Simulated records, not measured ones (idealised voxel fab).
The document below concerns the process module designated voxel released beams.
Section cut is 195 nm wide and gridded with 5 nm square cells.
If you're reading a cross-section in this doc, picture square cells in a grid; it comes to you as bands, top ones listed first down to the bottom, and a band can be one or more rows of cells. This entry defines a band. It first specifies the height of the band's top and the height of its bottom in nm, and then specifies the band's materials from left to right, stating each material with its width in nm. The word "all across" identifies a single material that fills the band from edge to edge, while the word "air" identifies empty space. Convention: height 0 is the level below which the wafer, as received, is all one material. The lowest band does not terminate at the bottom but continues downward, represented as "top 0, no bottom". Graded width ("30..40"): value in top row of band = first number; value in bottom row = second number; row-to-row change constant. Take "remained the same" at face value: in the step it is given for, the cross-section changed in none of its cells. Heads up: "Enclosed void inventory" only lists the empty pockets with no open path to the top that are 8 cells or more, and it writes them as width x height at distance, distance from the left edge, in nm. Note: text after step settings on the step line = simulator remark on that step. overlay nm: right-of-plan distance of the mask on a masked step; negative values mean left-of-plan.

### Listed below are the process steps as planned
1. op RECEIVE | material Si
2. op CONFORMAL_DEP | material SiN | thk nm 5
3. op DIRECTIONAL_DEP | material SiO2 | thk nm 15
4. op DIRECTIONAL_DEP | material aC | thk nm 10
5. op PATTERN | tone open | mask id ANCHOR | material resist | width nm 35 | thk nm 30 | overlay nm 0
6. op DIRECTIONAL_ETCH | etch materials aC | depth nm 10
7. op STRIP | etch materials resist
8. op DIRECTIONAL_ETCH | etch materials SiO2 | depth nm 15
9. op STRIP | etch materials aC
10. op CONFORMAL_DEP | material polySi | thk nm 15
11. op MASKED_ETCH | tone cover | mask id BEAM | width nm 120 | etch materials polySi | depth nm 15 | overlay nm 0
12. op STRIP | etch materials SiO2

### Wafer as received: cross-section following step 1
	top 0, no bottom: Si all across
	Enclosed void inventory: none

### First of two wafers at the end of the module, shown in cross-section; run carried out as planned
	top 35, bottom 20: 35 air, then 20 polySi, then 5 air, then 95 polySi, then 40 air
	top 20, bottom 5: 40 air, then 35 polySi, then 120 air
	top 5, bottom 0: SiN all across
	top 0, no bottom: Si all across
	Enclosed void inventory: none

### Cross-sectional image of the second wafer of the two following completion of the module. Starting state and process plan were the same as for the first wafer; one execution error occurred
	top 50, bottom 35: 35 air, then 120 polySi, then 40 air
	top 35, bottom 20: polySi all across
	top 20, bottom 5: 40 SiO2, then 35 polySi, then 120 SiO2
	top 5, bottom 0: SiN all across
	top 0, no bottom: Si all across
	Enclosed void inventory: none
Error vs. plan: step 10 of the plan was carried out twice
Cell-count delta at end, second wafer over first, by material: +96 SiO2, +120 polySi
